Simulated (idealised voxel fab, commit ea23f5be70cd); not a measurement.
Documented hereafter: the process module known as voxel ribs on slabs.
We display cut, a cross-section 150 nm in width whose square cells are each 5 nm.
Heads up, the way a cross-section reads in here is a grid of square cells, handed over as bands from the top down, with every band being one or more rows of cells.
This entry defines a band. It first specifies the height of the band's top and the height of its bottom in nm, and then specifies the band's materials from left to right, stating each material with its width in nm. The word "full width" identifies a single material that fills the band from edge to edge, while the word "blank" identifies empty space.
Below 0: as-received wafer, all one material; heights counted from there. Lowest band: no bottom, goes on down, written "0 -> down".
The width entry "30..40" should be interpreted row by row: the top row of cells in the band takes the first number, the bottom row takes the second number, and the change between adjacent rows is uniform throughout.
"nothing got changed" means the step left every cell of the cross-section as it was.
Closed-off voids of 8+ cells (no open route to the top) go in "Closed void entries", written width x height at distance from the left edge, in nm.
Past the settings on a step's line: simulator remark, on that step.
overlay nm: mask right of planned place by this much (step with mask). Neg. = left.

### Set out below are the planned steps of the process
1,RECEIVE | material Si
2,DIRECTIONAL_DEP | material SiO2 | thk nm 25
3,DIRECTIONAL_DEP | material polySi | thk nm 25
4,DIRECTIONAL_DEP | material aC | thk nm 10
5,PATTERN | tone cover | mask id RIB | material resist | width nm 25 | thk nm 25 | overlay nm 0
6,DIRECTIONAL_ETCH | etch materials aC | depth nm 10
7,STRIP | etch materials resist
8,DIRECTIONAL_ETCH | etch materials polySi | depth nm 10
9,STRIP | etch materials aC
10,MASKED_ETCH | tone cover | mask id SLAB | width nm 55 | etch materials polySi | depth nm 15 | overlay nm 0
11,FILL_DEP | material SiO2 | thk nm 15
12,CMP | height nm 60
13,DIRECTIONAL_DEP | material W | thk nm 5
14,DIRECTIONAL_DEP | material aC | thk nm 10
15,PATTERN | tone cover | mask id HEATER | material resist | width nm 35 | thk nm 30 | overlay nm 0
16,DIRECTIONAL_ETCH | etch materials aC | depth nm 10
17,STRIP | etch materials resist
18,DIRECTIONAL_ETCH | etch materials W | depth nm 5
19,STRIP | etch materials aC
20,CONFORMAL_DEP | material SiN | thk nm 5

### Wafer at receipt (post step 1), cross-section
- 0 -> down | Si full width
- Closed void entries: none

### The first of two wafers, cross-sectioned at the end of the module, with the run proceeding as planned
- 70 -> 65 | 50 of blank | 45 of SiN | 55 of blank
- 65 -> 60 | 55 of SiN | 35 of W | 60 of SiN
- 60 -> 50 | SiO2 full width
- 50 -> 40 | 60 of SiO2 | 25 of polySi | 65 of SiO2
- 40 -> 25 | 45 of SiO2 | 55 of polySi | 50 of SiO2
- 25 -> 0 | SiO2 full width
- 0 -> down | Si full width
- Closed void entries: none

### End of module, second wafer, cross-section. Started like the first, planned like the first, run with one mistake
- 60 -> 55 | 50 of blank | 45 of SiN | 55 of blank
- 55 -> 50 | 55 of SiN | 35 of W | 60 of SiN
- 50 -> 40 | 60 of SiO2 | 25 of polySi | 65 of SiO2
- 40 -> 25 | 45 of SiO2 | 55 of polySi | 50 of SiO2
- 25 -> 0 | SiO2 full width
- 0 -> down | Si full width
- Closed void entries: none
Misprocessing identified: step 12 was run on a setting that differed from the plan, and what really ran there is CMP | height nm 50
End of process, cell counts, second wafer against first, materials with more or fewer: -60 SiO2
